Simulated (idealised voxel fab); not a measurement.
Process module under the name voxel wiring stack
We display cut, a cross-section 260 nm in width whose square cells are each 5 nm.
For the purposes of this document, a cross-section shall be understood as a grid of square cells, specified as bands listed in top-to-bottom order, each band consisting of one or more rows of cells. Band: top height; bottom height; in nm. Then, left to right: material with width in nm, for each material. "throughout": a single material spanning edge to edge. "empty": empty space. The reference from which all heights are counted is 0, the level beneath which the as-received wafer is entirely one material; the lowest band, having no lower bound, proceeds downward and is written after the example "0..down". Width spec "30 to 40" -> top row of cells at first value, bottom row at second value, equal per-row change in between. Step marked "nothing different"? Then no cell in the cross-section changed in it. What "Enclosed void inventory" gives you is every empty space of 8 cells or more that is cut off from the top. Each appears as width x height at distance, with the distance taken from the left edge and width, height and distance all in nm. Formally, on a step line, whatever follows the settings is a remark that the simulator itself makes on the step. The setting "overlay nm" may be written on the line of a step. When the step uses a mask, the value reports how far to the right of the planned place the mask lay, and a negative value reports that it lay to the left. If you're wondering how to read the rest of this, here's the deal. It's pairs of cross-sections: one from before a process step, one from after it. The after one is only drawn as far down as the lowest band that changed. Right under each pair you'll see which step sits between them and what its settings were. Don't read the pairs as one continuous story, though. They can come from different runs of this module on the same starting wafer, and a pair only carries on from the one above it where its entry headed "Before step" says so.

Before step:
> 0..down: Si throughout
> Enclosed void inventory: none

Step Result:
> 15..0: SiO2 throughout
> Below a height of 0, the structure has not been altered.
> Enclosed void inventory: none
What was done to get from the before section above to the after section? CONFORMAL_DEP | material SiO2 | thk nm 15

Before step: starting point is the after cross-section of the pair just above.

Step Result:
> 20..15: TiN throughout
> Below a height of 15, the structure has not been altered.
> Enclosed void inventory: none
What was done to get from the before section above to the after section? DIRECTIONAL_DEP | material TiN | thk nm 5

Before step: starting point is the after cross-section of the pair just above.

Step Result:
> 40..20: W throughout
> Below a height of 20, the structure has not been altered.
> Enclosed void inventory: none
What was done to get from the before section above to the after section? DIRECTIONAL_DEP | material W | thk nm 20

Before step: starting point is the after cross-section of the pair just above.

Step Result:
> 55..40: empty=50 / resist=20 / empty=25 / resist=20 / empty=25 / resist=20 / empty=25 / resist=20 / empty=55
> Below a height of 40, the structure has not been altered.
> Enclosed void inventory: none
What was done to get from the before section above to the after section? PATTERN | tone cover | mask id METAL_1 | material resist | width nm 20 | pitch nm 45 | thk nm 15 | overlay nm 0

Before step: starting point is the after cross-section of the pair just above.

Step Result:
> 55..40: empty=50 / resist=20 / empty=25 / resist=20 / empty=25 / resist=20 / empty=25 / resist=20 / empty=55
> 40..20: empty=50 / W=20 / empty=25 / W=20 / empty=25 / W=20 / empty=25 / W=20 / empty=55
> Below a height of 20, the structure has not been altered.
> Enclosed void inventory: none
What was done to get from the before section above to the after section? DIRECTIONAL_ETCH | etch materials W | depth nm 20

Before step: starting point is the after cross-section of the pair just above.

Step Result:
> 55..40: empty=50 / resist=20 / empty=25 / resist=20 / empty=25 / resist=20 / empty=25 / resist=20 / empty=55
> 40..20: empty=50 / W=20 / empty=25 / W=20 / empty=25 / W=20 / empty=25 / W=20 / empty=55
> 20..15: empty=50 / TiN=20 / empty=25 / TiN=20 / empty=25 / TiN=20 / empty=25 / TiN=20 / empty=55
> Below a height of 15, the structure has not been altered.
> Enclosed void inventory: none
What was done to get from the before section above to the after section? DIRECTIONAL_ETCH | etch materials TiN | depth nm 5

Before step: starting point is the after cross-section of the pair just above.

Step Result:
> 40..20: empty=50 / W=20 / empty=25 / W=20 / empty=25 / W=20 / empty=25 / W=20 / empty=55
> Below a height of 20, the structure has not been altered.
> Enclosed void inventory: none
What was done to get from the before section above to the after section? STRIP | etch materials resist

Before step: starting point is the after cross-section of the pair just above.

Step Result:
> 50..40: SiO2 throughout
> 40..20: SiO2=50 / W=20 / SiO2=25 / W=20 / SiO2=25 / W=20 / SiO2=25 / W=20 / SiO2=55
> 20..15: SiO2=50 / TiN=20 / SiO2=25 / TiN=20 / SiO2=25 / TiN=20 / SiO2=25 / TiN=20 / SiO2=55
> Below a height of 15, the structure has not been altered.
> Enclosed void inventory: none
What was done to get from the before section above to the after section? FILL_DEP | material SiO2 | thk nm 10

Before step: starting point is the after cross-section of the pair just above.

Step Result:
> 40..20: SiO2=50 / W=20 / SiO2=25 / W=20 / SiO2=25 / W=20 / SiO2=25 / W=20 / SiO2=55
> Below a height of 20, the structure has not been altered.
> Enclosed void inventory: none
What was done to get from the before section above to the after section? CMP | height nm 40

Before step: starting point is the after cross-section of the pair just above.

Step Result:
> 45..40: SiCN throughout
> Below a height of 40, the structure has not been altered.
> Enclosed void inventory: none
What was done to get from the before section above to the after section? CONFORMAL_DEP | material SiCN | thk nm 5

Before step: starting point is the after cross-section of the pair just above.

Step Result:
> 75..45: lowk throughout
> Below a height of 45, the structure has not been altered.
> Enclosed void inventory: none
What was done to get from the before section above to the after section? DIRECTIONAL_DEP | material lowk | thk nm 30

Before step: starting point is the after cross-section of the pair just above.

Step Result:
> 85..75: aC throughout
> Below a height of 75, the structure has not been altered.
> Enclosed void inventory: none
What was done to get from the before section above to the after section? DIRECTIONAL_DEP | material aC | thk nm 10

Before step: starting point is the after cross-section of the pair just above.

Step Result:
> 115..85: resist=50 / empty=15 / resist=75 / empty=15 / resist=105
> Below a height of 85, the structure has not been altered.
> Enclosed void inventory: none
What was done to get from the before section above to the after section? PATTERN | tone open | mask id METAL_2_HOLES | material resist | width nm 15 | pitch nm 90 | thk nm 30 | overlay nm 0

Before step: starting point is the after cross-section of the pair just above.

Step Result:
> 105..85: resist=50 / empty=15 / resist=75 / empty=15 / resist=105
> 85..75: aC=50 / empty=15 / aC=75 / empty=15 / aC=105
> Below a height of 75, the structure has not been altered.
> Enclosed void inventory: none
What was done to get from the before section above to the after section? DIRECTIONAL_ETCH | etch materials aC | depth nm 10

Before step: starting point is the after cross-section of the pair just above.

Step Result:
> 85..75: aC=50 / empty=15 / aC=75 / empty=15 / aC=105
> Below a height of 75, the structure has not been altered.
> Enclosed void inventory: none
What was done to get from the before section above to the after section? STRIP | etch materials resist

Before step: starting point is the after cross-section of the pair just above.

Step Result:
> 85..75: aC=50 / empty=15 / aC=75 / empty=15 / aC=105
> 75..45: lowk=50 / empty=15 / lowk=75 / empty=15 / lowk=105
> Below a height of 45, the structure has not been altered.
> Enclosed void inventory: none
What was done to get from the before section above to the after section? DIRECTIONAL_ETCH | etch materials lowk | depth nm 30

Before step: starting point is the after cross-section of the pair just above.

Step Result:
> 75..45: lowk=50 / empty=15 / lowk=75 / empty=15 / lowk=105
> Below a height of 45, the structure has not been altered.
> Enclosed void inventory: none
What was done to get from the before section above to the after section? STRIP | etch materials aC

Before step: starting point is the after cross-section of the pair just above.

Step Result:
> 90..75: resist=50 / empty=20 / resist=25 / empty=20 / resist=25 / empty=20 / resist=25 / empty=20 / resist=55
> Below a height of 75, the structure has not been altered.
> Enclosed void inventory: none
What was done to get from the before section above to the after section? PATTERN | tone open | mask id METAL_2 | material resist | width nm 20 | pitch nm 45 | thk nm 15 | overlay nm 0

Before step: starting point is the after cross-section of the pair just above.

Step Result:
> 90..75: resist=50 / empty=20 / resist=25 / empty=20 / resist=25 / empty=20 / resist=25 / empty=20 / resist=55
> 75..55: lowk=50 / empty=20 / lowk=25 / empty=20 / lowk=25 / empty=20 / lowk=25 / empty=20 / lowk=55
> Below a height of 55, the structure has not been altered.
> Enclosed void inventory: none
What was done to get from the before section above to the after section? DIRECTIONAL_ETCH | etch materials lowk | depth nm 20

Before step: starting point is the after cross-section of the pair just above.

Step Result:
> 90..75: resist=50 / empty=20 / resist=25 / empty=20 / resist=25 / empty=20 / resist=25 / empty=20 / resist=55
> 75..55: lowk=50 / empty=20 / lowk=25 / empty=20 / lowk=25 / empty=20 / lowk=25 / empty=20 / lowk=55
> 55..45: lowk=50 / empty=15 / lowk=75 / empty=15 / lowk=105
> 45..40: SiCN=50 / empty=15 / SiCN=75 / empty=15 / SiCN=105
> Below a height of 40, the structure has not been altered.
> Enclosed void inventory: none
What was done to get from the before section above to the after section? DIRECTIONAL_ETCH | etch materials SiCN | depth nm 5

Before step: starting point is the after cross-section of the pair just above.

Step Result:
> 75..55: lowk=50 / empty=20 / lowk=25 / empty=20 / lowk=25 / empty=20 / lowk=25 / empty=20 / lowk=55
> Below a height of 55, the structure has not been altered.
> Enclosed void inventory: none
What was done to get from the before section above to the after section? STRIP | etch materials resist

Before step: starting point is the after cross-section of the pair just above.

Step Result:
> 80..75: TiN=55 / empty=10 / TiN=35 / empty=10 / TiN=35 / empty=10 / TiN=35 / empty=10 / TiN=60
> 75..60: lowk=50 / TiN=5 / empty=10 / TiN=5 / lowk=25 / TiN=5 / empty=10 / TiN=5 / lowk=25 / TiN=5 / empty=10 / TiN=5 / lowk=25 / TiN=5 / empty=10 / TiN=5 / lowk=55
> 60..55: lowk=50 / TiN=5 / empty=5 / TiN=10 / lowk=25 / TiN=20 / lowk=25 / TiN=5 / empty=5 / TiN=10 / lowk=25 / TiN=20 / lowk=55
> 55..45: lowk=50 / TiN=5 / empty=5 / TiN=5 / lowk=75 / TiN=5 / empty=5 / TiN=5 / lowk=105
> 45..40: SiCN=50 / TiN=15 / SiCN=75 / TiN=15 / SiCN=105
> Below a height of 40, the structure has not been altered.
> Enclosed void inventory: none
What was done to get from the before section above to the after section? CONFORMAL_DEP | material TiN | thk nm 5

Before step: starting point is the after cross-section of the pair just above.

Step Result:
> 85..80: Ru throughout
> 80..75: TiN=55 / Ru=10 / TiN=35 / Ru=10 / TiN=35 / Ru=10 / TiN=35 / Ru=10 / TiN=60
> 75..60: lowk=50 / TiN=5 / Ru=10 / TiN=5 / lowk=25 / TiN=5 / Ru=10 / TiN=5 / lowk=25 / TiN=5 / Ru=10 / TiN=5 / lowk=25 / TiN=5 / Ru=10 / TiN=5 / lowk=55
> 60..55: lowk=50 / TiN=5 / Ru=5 / TiN=10 / lowk=25 / TiN=20 / lowk=25 / TiN=5 / Ru=5 / TiN=10 / lowk=25 / TiN=20 / lowk=55
> 55..45: lowk=50 / TiN=5 / Ru=5 / TiN=5 / lowk=75 / TiN=5 / Ru=5 / TiN=5 / lowk=105
> Below a height of 45, the structure has not been altered.
> Enclosed void inventory: none
What was done to get from the before section above to the after section? FILL_DEP | material Ru | thk nm 5

Before step: starting point is the after cross-section of the pair just above.

Step Result:
> 75..60: lowk=50 / TiN=5 / Ru=10 / TiN=5 / lowk=25 / TiN=5 / Ru=10 / TiN=5 / lowk=25 / TiN=5 / Ru=10 / TiN=5 / lowk=25 / TiN=5 / Ru=10 / TiN=5 / lowk=55
> Below a height of 60, the structure has not been altered.
> Enclosed void inventory: none
What was done to get from the before section above to the after section? CMP | height nm 75

Before step: starting point is the after cross-section of the pair just above.

Step Result:
> 80..75: SiCN throughout
> Below a height of 75, the structure has not been altered.
> Enclosed void inventory: none
What was done to get from the before section above to the after section? CONFORMAL_DEP | material SiCN | thk nm 5

Before step: starting point is the after cross-section of the pair just above.

Step Result:
> 90..80: lowk throughout
> Below a height of 80, the structure has not been altered.
> Enclosed void inventory: none
What was done to get from the before section above to the after section? DIRECTIONAL_DEP | material lowk | thk nm 10

Before step: starting point is the after cross-section of the pair just above.

Step Result:
> 105..90: aC throughout
> Below a height of 90, the structure has not been altered.
> Enclosed void inventory: none
What was done to get from the before section above to the after section? DIRECTIONAL_DEP | material aC | thk nm 15

Before step: starting point is the after cross-section of the pair just above.

Step Result:
> 135..105: resist=50 / empty=15 / resist=30 / empty=15 / resist=30 / empty=15 / resist=30 / empty=15 / resist=60
> Below a height of 105, the structure has not been altered.
> Enclosed void inventory: none
What was done to get from the before section above to the after section? PATTERN | tone open | mask id PLUG_2 | material resist | width nm 15 | pitch nm 45 | thk nm 30 | overlay nm 0

Before step: starting point is the after cross-section of the pair just above.

Step Result:
> 120..105: resist=50 / empty=15 / resist=30 / empty=15 / resist=30 / empty=15 / resist=30 / empty=15 / resist=60
> 105..90: aC=50 / empty=15 / aC=30 / empty=15 / aC=30 / empty=15 / aC=30 / empty=15 / aC=60
> Below a height of 90, the structure has not been altered.
> Enclosed void inventory: none
What was done to get from the before section above to the after section? DIRECTIONAL_ETCH | etch materials aC | depth nm 15

Before step: starting point is the after cross-section of the pair just above.

Step Result:
> 105..90: aC=50 / empty=15 / aC=30 / empty=15 / aC=30 / empty=15 / aC=30 / empty=15 / aC=60
> Below a height of 90, the structure has not been altered.
> Enclosed void inventory: none
What was done to get from the before section above to the after section? STRIP | etch materials resist

Before step: starting point is the after cross-section of the pair just above.

Step Result:
> 105..90: aC=50 / empty=15 / aC=30 / empty=15 / aC=30 / empty=15 / aC=30 / empty=15 / aC=60
> 90..80: lowk=50 / empty=15 / lowk=30 / empty=15 / lowk=30 / empty=15 / lowk=30 / empty=15 / lowk=60
> Below a height of 80, the structure has not been altered.
> Enclosed void inventory: none
What was done to get from the before section above to the after section? DIRECTIONAL_ETCH | etch materials lowk | depth nm 10

Before step: starting point is the after cross-section of the pair just above.

Step Result:
> 105..90: aC=50 / empty=15 / aC=30 / empty=15 / aC=30 / empty=15 / aC=30 / empty=15 / aC=60
> 90..80: lowk=50 / empty=15 / lowk=30 / empty=15 / lowk=30 / empty=15 / lowk=30 / empty=15 / lowk=60
> 80..75: SiCN=50 / empty=15 / SiCN=30 / empty=15 / SiCN=30 / empty=15 / SiCN=30 / empty=15 / SiCN=60
> Below a height of 75, the structure has not been altered.
> Enclosed void inventory: none
What was done to get from the before section above to the after section? DIRECTIONAL_ETCH | etch materials SiCN | depth nm 5

Before step: starting point is the after cross-section of the pair just above.

Step Result:
> 90..80: lowk=50 / empty=15 / lowk=30 / empty=15 / lowk=30 / empty=15 / lowk=30 / empty=15 / lowk=60
> Below a height of 80, the structure has not been altered.
> Enclosed void inventory: none
What was done to get from the before section above to the after section? STRIP | etch materials aC

Before step: starting point is the after cross-section of the pair just above.

Step Result:
> 95..90: TiN=55 / empty=5 / TiN=40 / empty=5 / TiN=40 / empty=5 / TiN=40 / empty=5 / TiN=65
> 90..80: lowk=50 / TiN=5 / empty=5 / TiN=5 / lowk=30 / TiN=5 / empty=5 / TiN=5 / lowk=30 / TiN=5 / empty=5 / TiN=5 / lowk=30 / TiN=5 / empty=5 / TiN=5 / lowk=60
> 80..75: SiCN=50 / TiN=15 / SiCN=30 / TiN=15 / SiCN=30 / TiN=15 / SiCN=30 / TiN=15 / SiCN=60
> Below a height of 75, the structure has not been altered.
> Enclosed void inventory: none
What was done to get from the before section above to the after section? CONFORMAL_DEP | material TiN | thk nm 5

Before step: starting point is the after cross-section of the pair just above.

Step Result:
> 105..95: Ru throughout
> 95..90: TiN=55 / Ru=5 / TiN=40 / Ru=5 / TiN=40 / Ru=5 / TiN=40 / Ru=5 / TiN=65
> 90..80: lowk=50 / TiN=5 / Ru=5 / TiN=5 / lowk=30 / TiN=5 / Ru=5 / TiN=5 / lowk=30 / TiN=5 / Ru=5 / TiN=5 / lowk=30 / TiN=5 / Ru=5 / TiN=5 / lowk=60
> Below a height of 80, the structure has not been altered.
> Enclosed void inventory: none
What was done to get from the before section above to the after section? FILL_DEP | material Ru | thk nm 10

Before step: starting point is the after cross-section of the pair just above.

Step Result:
> 90..80: lowk=50 / TiN=5 / Ru=5 / TiN=5 / lowk=30 / TiN=5 / Ru=5 / TiN=5 / lowk=30 / TiN=5 / Ru=5 / TiN=5 / lowk=30 / TiN=5 / Ru=5 / TiN=5 / lowk=60
> Below a height of 80, the structure has not been altered.
> Enclosed void inventory: none
What was done to get from the before section above to the after section? CMP | height nm 90

Before step: starting point is the after cross-section of the pair just above.

Step Result:
> 95..90: TiN throughout
> Below a height of 90, the structure has not been altered.
> Enclosed void inventory: none
What was done to get from the before section above to the after section? DIRECTIONAL_DEP | material TiN | thk nm 5

Before step: starting point is the after cross-section of the pair just above.

Step Result:
> 110..95: W throughout
> Below a height of 95, the structure has not been altered.
> Enclosed void inventory: none
What was done to get from the before section above to the after section? DIRECTIONAL_DEP | material W | thk nm 15

Before step: starting point is the after cross-section of the pair just above.

Step Result:
> 125..110: empty=50 / resist=20 / empty=25 / resist=20 / empty=25 / resist=20 / empty=25 / resist=20 / empty=55
> Below a height of 110, the structure has not been altered.
> Enclosed void inventory: none
What was done to get from the before section above to the after section? PATTERN | tone cover | mask id METAL_3 | material resist | width nm 20 | pitch nm 45 | thk nm 15 | overlay nm 0

Before step: starting point is the after cross-section of the pair just above.

Step Result:
> 125..110: empty=50 / resist=20 / empty=25 / resist=20 / empty=25 / resist=20 / empty=25 / resist=20 / empty=55
> 110..95: empty=50 / W=20 / empty=25 / W=20 / empty=25 / W=20 / empty=25 / W=20 / empty=55
> Below a height of 95, the structure has not been altered.
> Enclosed void inventory: none
What was done to get from the before section above to the after section? DIRECTIONAL_ETCH | etch materials W | depth nm 15

Before step: starting point is the after cross-section of the pair just above.

Step Result:
> 125..110: empty=50 / resist=20 / empty=25 / resist=20 / empty=25 / resist=20 / empty=25 / resist=20 / empty=55
> 110..95: empty=50 / W=20 / empty=25 / W=20 / empty=25 / W=20 / empty=25 / W=20 / empty=55
> 95..90: empty=50 / TiN=20 / empty=25 / TiN=20 / empty=25 / TiN=20 / empty=25 / TiN=20 / empty=55
> Below a height of 90, the structure has not been altered.
> Enclosed void inventory: none
What was done to get from the before section above to the after section? DIRECTIONAL_ETCH | etch materials TiN | depth nm 5

Before step: starting point is the after cross-section of the pair just above.

Step Result:
> 110..95: empty=50 / W=20 / empty=25 / W=20 / empty=25 / W=20 / empty=25 / W=20 / empty=55
> Below a height of 95, the structure has not been altered.
> Enclosed void inventory: none
What was done to get from the before section above to the after section? STRIP | etch materials resist

Before step: starting point is the after cross-section of the pair just above.

Step Result:
> 115..110: lowk throughout
> 110..95: lowk=50 / W=20 / lowk=25 / W=20 / lowk=25 / W=20 / lowk=25 / W=20 / lowk=55
> 95..90: lowk=50 / TiN=20 / lowk=25 / TiN=20 / lowk=25 / TiN=20 / lowk=25 / TiN=20 / lowk=55
> Below a height of 90, the structure has not been altered.
> Enclosed void inventory: none
What was done to get from the before section above to the after section? FILL_DEP | material lowk | thk nm 5

Before step: starting point is the after cross-section of the pair just above.

Step Result:
> 110..95: lowk=50 / W=20 / lowk=25 / W=20 / lowk=25 / W=20 / lowk=25 / W=20 / lowk=55
> Below a height of 95, the structure has not been altered.
> Enclosed void inventory: none
What was done to get from the before section above to the after section? CMP | height nm 110

Before step: starting point is the after cross-section of the pair just above.

Step Result:
> 115..110: SiN throughout
> Below a height of 110, the structure has not been altered.
> Enclosed void inventory: none
What was done to get from the before section above to the after section? CONFORMAL_DEP | material SiN | thk nm 5

Before step:
> 15..0: SiO2 throughout
> 0..down: Si throughout
> Enclosed void inventory: none

Step Result:
> 35..15: W throughout
> Below a height of 15, the structure has not been altered.
> Enclosed void inventory: none
What was done to get from the before section above to the after section? DIRECTIONAL_DEP | material W | thk nm 20

Before step: starting point is the after cross-section of the pair just above.

Step Result:
> 50..35: empty=50 / resist=20 / empty=25 / resist=20 / empty=25 / resist=20 / empty=25 / resist=20 / empty=55
> Below a height of 35, the structure has not been altered.
> Enclosed void inventory: none
What was done to get from the before section above to the after section? PATTERN | tone cover | mask id METAL_1 | material resist | width nm 20 | pitch nm 45 | thk nm 15 | overlay nm 0

Before step: starting point is the after cross-section of the pair just above.

Step Result:
> 50..35: empty=50 / resist=20 / empty=25 / resist=20 / empty=25 / resist=20 / empty=25 / resist=20 / empty=55
> 35..15: empty=50 / W=20 / empty=25 / W=20 / empty=25 / W=20 / empty=25 / W=20 / empty=55
> Below a height of 15, the structure has not been altered.
> Enclosed void inventory: none
What was done to get from the before section above to the after section? DIRECTIONAL_ETCH | etch materials W | depth nm 20

Before step: starting point is the after cross-section of the pair just above.

Step Result:
> 35..15: empty=50 / W=20 / empty=25 / W=20 / empty=25 / W=20 / empty=25 / W=20 / empty=55
> Below a height of 15, the structure has not been altered.
> Enclosed void inventory: none
What was done to get from the before section above to the after section? STRIP | etch materials resist

Before step: starting point is the after cross-section of the pair just above.

Step Result:
> 45..35: SiO2 throughout
> 35..15: SiO2=50 / W=20 / SiO2=25 / W=20 / SiO2=25 / W=20 / SiO2=25 / W=20 / SiO2=55
> Below a height of 15, the structure has not been altered.
> Enclosed void inventory: none
What was done to get from the before section above to the after section? FILL_DEP | material SiO2 | thk nm 10

Before step: starting point is the after cross-section of the pair just above.

Step Result:
> 40..35: SiO2 throughout
> Below a height of 35, the structure has not been altered.
> Enclosed void inventory: none
What was done to get from the before section above to the after section? CMP | height nm 40

Before step: starting point is the after cross-section of the pair just above.

Step Result:
> 45..40: SiCN throughout
> Below a height of 40, the structure has not been altered.
> Enclosed void inventory: none
What was done to get from the before section above to the after section? CONFORMAL_DEP | material SiCN | thk nm 5

Before step: starting point is the after cross-section of the pair just above.

Step Result:
> 75..45: lowk throughout
> Below a height of 45, the structure has not been altered.
> Enclosed void inventory: none
What was done to get from the before section above to the after section? DIRECTIONAL_DEP | material lowk | thk nm 30

Before step: starting point is the after cross-section of the pair just above.

Step Result:
> 85..75: aC throughout
> Below a height of 75, the structure has not been altered.
> Enclosed void inventory: none
What was done to get from the before section above to the after section? DIRECTIONAL_DEP | material aC | thk nm 10

Before step: starting point is the after cross-section of the pair just above.

Step Result:
> 115..85: resist=50 / empty=15 / resist=75 / empty=15 / resist=105
> Below a height of 85, the structure has not been altered.
> Enclosed void inventory: none
What was done to get from the before section above to the after section? PATTERN | tone open | mask id METAL_2_HOLES | material resist | width nm 15 | pitch nm 90 | thk nm 30 | overlay nm 0

Before step: starting point is the after cross-section of the pair just above.

Step Result:
> 105..85: resist=50 / empty=15 / resist=75 / empty=15 / resist=105
> 85..75: aC=50 / empty=15 / aC=75 / empty=15 / aC=105
> Below a height of 75, the structure has not been altered.
> Enclosed void inventory: none
What was done to get from the before section above to the after section? DIRECTIONAL_ETCH | etch materials aC | depth nm 10

Before step: starting point is the after cross-section of the pair just above.

Step Result:
> 85..75: aC=50 / empty=15 / aC=75 / empty=15 / aC=105
> Below a height of 75, the structure has not been altered.
> Enclosed void inventory: none
What was done to get from the before section above to the after section? STRIP | etch materials resist

Before step: starting point is the after cross-section of the pair just above.

Step Result:
> 85..75: aC=50 / empty=15 / aC=75 / empty=15 / aC=105
> 75..45: lowk=50 / empty=15 / lowk=75 / empty=15 / lowk=105
> Below a height of 45, the structure has not been altered.
> Enclosed void inventory: none
What was done to get from the before section above to the after section? DIRECTIONAL_ETCH | etch materials lowk | depth nm 30

Before step: starting point is the after cross-section of the pair just above.

Step Result:
> 75..45: lowk=50 / empty=15 / lowk=75 / empty=15 / lowk=105
> Below a height of 45, the structure has not been altered.
> Enclosed void inventory: none
What was done to get from the before section above to the after section? STRIP | etch materials aC

Before step: starting point is the after cross-section of the pair just above.

Step Result:
> 90..75: resist=50 / empty=20 / resist=25 / empty=20 / resist=25 / empty=20 / resist=25 / empty=20 / resist=55
> Below a height of 75, the structure has not been altered.
> Enclosed void inventory: none
What was done to get from the before section above to the after section? PATTERN | tone open | mask id METAL_2 | material resist | width nm 20 | pitch nm 45 | thk nm 15 | overlay nm 0

Before step: starting point is the after cross-section of the pair just above.

Step Result:
> 90..75: resist=50 / empty=20 / resist=25 / empty=20 / resist=25 / empty=20 / resist=25 / empty=20 / resist=55
> 75..55: lowk=50 / empty=20 / lowk=25 / empty=20 / lowk=25 / empty=20 / lowk=25 / empty=20 / lowk=55
> Below a height of 55, the structure has not been altered.
> Enclosed void inventory: none
What was done to get from the before section above to the after section? DIRECTIONAL_ETCH | etch materials lowk | depth nm 20

Before step: starting point is the after cross-section of the pair just above.

Step Result:
> 90..75: resist=50 / empty=20 / resist=25 / empty=20 / resist=25 / empty=20 / resist=25 / empty=20 / resist=55
> 75..55: lowk=50 / empty=20 / lowk=25 / empty=20 / lowk=25 / empty=20 / lowk=25 / empty=20 / lowk=55
> 55..45: lowk=50 / empty=15 / lowk=75 / empty=15 / lowk=105
> 45..40: SiCN=50 / empty=15 / SiCN=75 / empty=15 / SiCN=105
> Below a height of 40, the structure has not been altered.
> Enclosed void inventory: none
What was done to get from the before section above to the after section? DIRECTIONAL_ETCH | etch materials SiCN | depth nm 5

Before step: starting point is the after cross-section of the pair just above.

Step Result:
> 75..55: lowk=50 / empty=20 / lowk=25 / empty=20 / lowk=25 / empty=20 / lowk=25 / empty=20 / lowk=55
> Below a height of 55, the structure has not been altered.
> Enclosed void inventory: none
What was done to get from the before section above to the after section? STRIP | etch materials resist

Before step: starting point is the after cross-section of the pair just above.

Step Result:
> 80..75: TiN=55 / empty=10 / TiN=35 / empty=10 / TiN=35 / empty=10 / TiN=35 / empty=10 / TiN=60
> 75..60: lowk=50 / TiN=5 / empty=10 / TiN=5 / lowk=25 / TiN=5 / empty=10 / TiN=5 / lowk=25 / TiN=5 / empty=10 / TiN=5 / lowk=25 / TiN=5 / empty=10 / TiN=5 / lowk=55
> 60..55: lowk=50 / TiN=5 / empty=5 / TiN=10 / lowk=25 / TiN=20 / lowk=25 / TiN=5 / empty=5 / TiN=10 / lowk=25 / TiN=20 / lowk=55
> 55..45: lowk=50 / TiN=5 / empty=5 / TiN=5 / lowk=75 / TiN=5 / empty=5 / TiN=5 / lowk=105
> 45..40: SiCN=50 / TiN=15 / SiCN=75 / TiN=15 / SiCN=105
> Below a height of 40, the structure has not been altered.
> Enclosed void inventory: none
What was done to get from the before section above to the after section? CONFORMAL_DEP | material TiN | thk nm 5

Before step: starting point is the after cross-section of the pair just above.

Step Result:
> 85..80: Ru throughout
> 80..75: TiN=55 / Ru=10 / TiN=35 / Ru=10 / TiN=35 / Ru=10 / TiN=35 / Ru=10 / TiN=60
> 75..60: lowk=50 / TiN=5 / Ru=10 / TiN=5 / lowk=25 / TiN=5 / Ru=10 / TiN=5 / lowk=25 / TiN=5 / Ru=10 / TiN=5 / lowk=25 / TiN=5 / Ru=10 / TiN=5 / lowk=55
> 60..55: lowk=50 / TiN=5 / Ru=5 / TiN=10 / lowk=25 / TiN=20 / lowk=25 / TiN=5 / Ru=5 / TiN=10 / lowk=25 / TiN=20 / lowk=55
> 55..45: lowk=50 / TiN=5 / Ru=5 / TiN=5 / lowk=75 / TiN=5 / Ru=5 / TiN=5 / lowk=105
> Below a height of 45, the structure has not been altered.
> Enclosed void inventory: none
What was done to get from the before section above to the after section? FILL_DEP | material Ru | thk nm 5

Before step: starting point is the after cross-section of the pair just above.

Step Result:
> 75..60: lowk=50 / TiN=5 / Ru=10 / TiN=5 / lowk=25 / TiN=5 / Ru=10 / TiN=5 / lowk=25 / TiN=5 / Ru=10 / TiN=5 / lowk=25 / TiN=5 / Ru=10 / TiN=5 / lowk=55
> Below a height of 60, the structure has not been altered.
> Enclosed void inventory: none
What was done to get from the before section above to the after section? CMP | height nm 75

Before step: starting point is the after cross-section of the pair just above.

Step Result:
> 80..75: SiCN throughout
> Below a height of 75, the structure has not been altered.
> Enclosed void inventory: none
What was done to get from the before section above to the after section? CONFORMAL_DEP | material SiCN | thk nm 5

Before step: starting point is the after cross-section of the pair just above.

Step Result:
> 90..80: lowk throughout
> Below a height of 80, the structure has not been altered.
> Enclosed void inventory: none
What was done to get from the before section above to the after section? DIRECTIONAL_DEP | material lowk | thk nm 10

Before step: starting point is the after cross-section of the pair just above.

Step Result:
> 105..90: aC throughout
> Below a height of 90, the structure has not been altered.
> Enclosed void inventory: none
What was done to get from the before section above to the after section? DIRECTIONAL_DEP | material aC | thk nm 15

Before step: starting point is the after cross-section of the pair just above.

Step Result:
> 135..105: resist=50 / empty=15 / resist=30 / empty=15 / resist=30 / empty=15 / resist=30 / empty=15 / resist=60
> Below a height of 105, the structure has not been altered.
> Enclosed void inventory: none
What was done to get from the before section above to the after section? PATTERN | tone open | mask id PLUG_2 | material resist | width nm 15 | pitch nm 45 | thk nm 30 | overlay nm 0

Before step: starting point is the after cross-section of the pair just above.

Step Result:
> 120..105: resist=50 / empty=15 / resist=30 / empty=15 / resist=30 / empty=15 / resist=30 / empty=15 / resist=60
> 105..90: aC=50 / empty=15 / aC=30 / empty=15 / aC=30 / empty=15 / aC=30 / empty=15 / aC=60
> Below a height of 90, the structure has not been altered.
> Enclosed void inventory: none
What was done to get from the before section above to the after section? DIRECTIONAL_ETCH | etch materials aC | depth nm 15

Before step: starting point is the after cross-section of the pair just above.

Step Result:
> 105..90: aC=50 / empty=15 / aC=30 / empty=15 / aC=30 / empty=15 / aC=30 / empty=15 / aC=60
> Below a height of 90, the structure has not been altered.
> Enclosed void inventory: none
What was done to get from the before section above to the after section? STRIP | etch materials resist

Before step: starting point is the after cross-section of the pair just above.

Step Result:
> 105..90: aC=50 / empty=15 / aC=30 / empty=15 / aC=30 / empty=15 / aC=30 / empty=15 / aC=60
> 90..80: lowk=50 / empty=15 / lowk=30 / empty=15 / lowk=30 / empty=15 / lowk=30 / empty=15 / lowk=60
> Below a height of 80, the structure has not been altered.
> Enclosed void inventory: none
What was done to get from the before section above to the after section? DIRECTIONAL_ETCH | etch materials lowk | depth nm 10

Before step: starting point is the after cross-section of the pair just above.

Step Result:
> 105..90: aC=50 / empty=15 / aC=30 / empty=15 / aC=30 / empty=15 / aC=30 / empty=15 / aC=60
> 90..80: lowk=50 / empty=15 / lowk=30 / empty=15 / lowk=30 / empty=15 / lowk=30 / empty=15 / lowk=60
> 80..75: SiCN=50 / empty=15 / SiCN=30 / empty=15 / SiCN=30 / empty=15 / SiCN=30 / empty=15 / SiCN=60
> Below a height of 75, the structure has not been altered.
> Enclosed void inventory: none
What was done to get from the before section above to the after section? DIRECTIONAL_ETCH | etch materials SiCN | depth nm 5

Before step: starting point is the after cross-section of the pair just above.

Step Result:
> 90..80: lowk=50 / empty=15 / lowk=30 / empty=15 / lowk=30 / empty=15 / lowk=30 / empty=15 / lowk=60
> Below a height of 80, the structure has not been altered.
> Enclosed void inventory: none
What was done to get from the before section above to the after section? STRIP | etch materials aC
